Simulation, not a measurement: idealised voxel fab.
The document below concerns the process module designated voxel double patterning.
FYI the section here is cut, 265 nm wide, cells are 5 nm squares.
Format of a cross-section: grid, square cells. Given as bands. Order: top down. Band: one or more rows of cells.
What a band's entry tells you: where the top is and where the bottom is, as heights in nm, and after that what lies inside, material by material from left to right, each with its width in nm. Empty space is written as the word "air", and a single material marked with the word "all across" occupies the band from edge to edge.
Heights from 0 (as-received wafer is one material below). Bottom band endless downward, as "0 and below".
Top row gets the first number, bottom row gets the second, and each row in between changes by the same step: that is how a band width like "30 to 40" works.
"no alteration" -> step changed no cross-section cell.
Entry "Enclosed void list". Content: empty spaces with no open connection to the top, size 8 cells or greater. Each: width x height at distance. Distance: from left edge. Unit: nm.
That trailing text on a step's line, after the settings, is the simulator's own remark on the step.
overlay nm: for a step with a mask, the amount by which the mask lay right of where it was planned; a negative amount means left of it.
**These are the steps we planned for the process**
| 1 | RECEIVE, material Si |
| 2 | CONFORMAL_DEP, material SiO2, thk nm 5 |
| 3 | DIRECTIONAL_DEP, material W, thk nm 15 |
| 4 | DIRECTIONAL_DEP, material SiCN, thk nm 10 |
| 5 | MASKED_ETCH, tone open, mask id FIRST, width nm 15, pitch nm 50, etch materials SiCN, depth nm 10, overlay nm 0 |
| 6 | MASKED_ETCH, tone open, mask id SECOND, width nm 15, etch materials SiCN, depth nm 10, overlay nm 0 |
| 7 | DIRECTIONAL_ETCH, etch materials W, depth nm 15 |
| 8 | STRIP, etch materials SiCN |
**As-received state of the wafer in cross-section, equivalent to post-step 1**
* 0 and below | Si all across
* Enclosed void list: none
**Wafer cross-section at module end: first of two, run to plan**
* 20 down to 5 | W 100, then air 15, then W 10, then air 15, then W 10, then air 15, then W 100
* 5 down to 0 | SiO2 all across
* 0 and below | Si all across
* Enclosed void list: none
**End of module, second wafer, cross-section. Started like the first, planned like the first, run with one mistake**
* 15 down to 5 | W 100, then air 15, then W 10, then air 15, then W 10, then air 15, then W 100
* 5 down to 0 | SiO2 all across
* 0 and below | Si all across
* Enclosed void list: none
Short version of what went wrong: heads up, step 3 didn't go per plan, it actually ran as DIRECTIONAL_DEP, material W, thk nm 10
It is noted that, at the conclusion of processing, the second wafer exhibits a higher or lower cell count for certain materials relative to the first: 44 fewer of W
